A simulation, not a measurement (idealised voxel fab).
The following is a process module called voxel released beams.
Shown is cross-section cut, with a width of 300 nm and square cells of size 5 nm.
Throughout this document, each cross-section is represented as a grid of square cells and is presented as a sequence of bands enumerated from the top downward, where a band comprises one or more rows of cells.
Read a band's entry like this: the first values are the height of its top and the height of its bottom in nm, and what follows is the sequence of materials from left to right, each with its width in nm. Note that "blank" is empty space, and that a single material marked "full width" reaches across the band from edge to edge.
The reference from which all heights are counted is 0, the level beneath which the as-received wafer is entirely one material; the lowest band, having no lower bound, proceeds downward and is written after the example "0 down".
Note: "30 to 40" means the width goes from the first number (top row of the band) to the second number (bottom row) in equal steps per row of cells.
Given "nothing got changed" for a step, no cell of the cross-section differs between before and after that step.
In "Enclosed voids" the enclosed voids are listed, meaning empty spaces of 8 cells or larger without any opening to the top. The form is width x height at distance, distance from the left edge, units nm.
after a step's settings: what the simulator itself notes on the step
A step line may carry the setting "overlay nm", which, for steps involving a mask, states the distance by which the mask lay to the right of its intended position; negative values denote displacement to the left.
So here's the lineup of process steps we planned
1: RECEIVE with material Si
2: CONFORMAL_DEP with material SiN, thk nm 5
3: DIRECTIONAL_DEP with material SiO2, thk nm 10
4: DIRECTIONAL_DEP with material aC, thk nm 10
5: PATTERN with tone open, mask id ANCHOR, material resist, width nm 40, thk nm 25, overlay nm 0
6: DIRECTIONAL_ETCH with etch materials aC, depth nm 10
7: STRIP with etch materials resist
8: DIRECTIONAL_ETCH with etch materials SiO2, depth nm 10
9: STRIP with etch materials aC
10: CONFORMAL_DEP with material W, thk nm 15
11: DIRECTIONAL_DEP with material aC, thk nm 15
12: PATTERN with tone cover, mask id BEAM, material resist, width nm 90, thk nm 30, overlay nm 0
13: DIRECTIONAL_ETCH with etch materials aC, depth nm 15
14: STRIP with etch materials resist
15: DIRECTIONAL_ETCH with etch materials W, depth nm 15
16: STRIP with etch materials aC
17: STRIP with etch materials SiO2
Delivered wafer in cross-section: state after step 1
  0 down | Si full width
  Enclosed voids: none
Cross-sectional image of the first of two wafers at the end of the module, the run having proceeded as planned
  30 to 20 | blank: 100 | W: 20 | blank: 10 | W: 60 | blank: 110
  20 to 15 | blank: 100 | W: 90 | blank: 110
  15 to 5 | blank: 105 | W: 40 | blank: 155
  5 to 0 | SiN full width
  0 down | Si full width
  Enclosed voids: none
Second wafer of the two, sectioned at the end of the module. It began like the first and followed the same plan, but one mistake was made while running it
  30 to 15 | blank: 100 | W: 90 | blank: 110
  15 to 10 | SiN full width
  10 to 0 | SiO2 full width
  0 down | Si full width
  Enclosed voids: none
Short version of what went wrong: step 2 ran in the slot meant for step 3, and vice versa
Bottom line after processing is that, in cells, the second wafer is up or down on some materials versus the first: 120 more of SiO2; 12 fewer of W
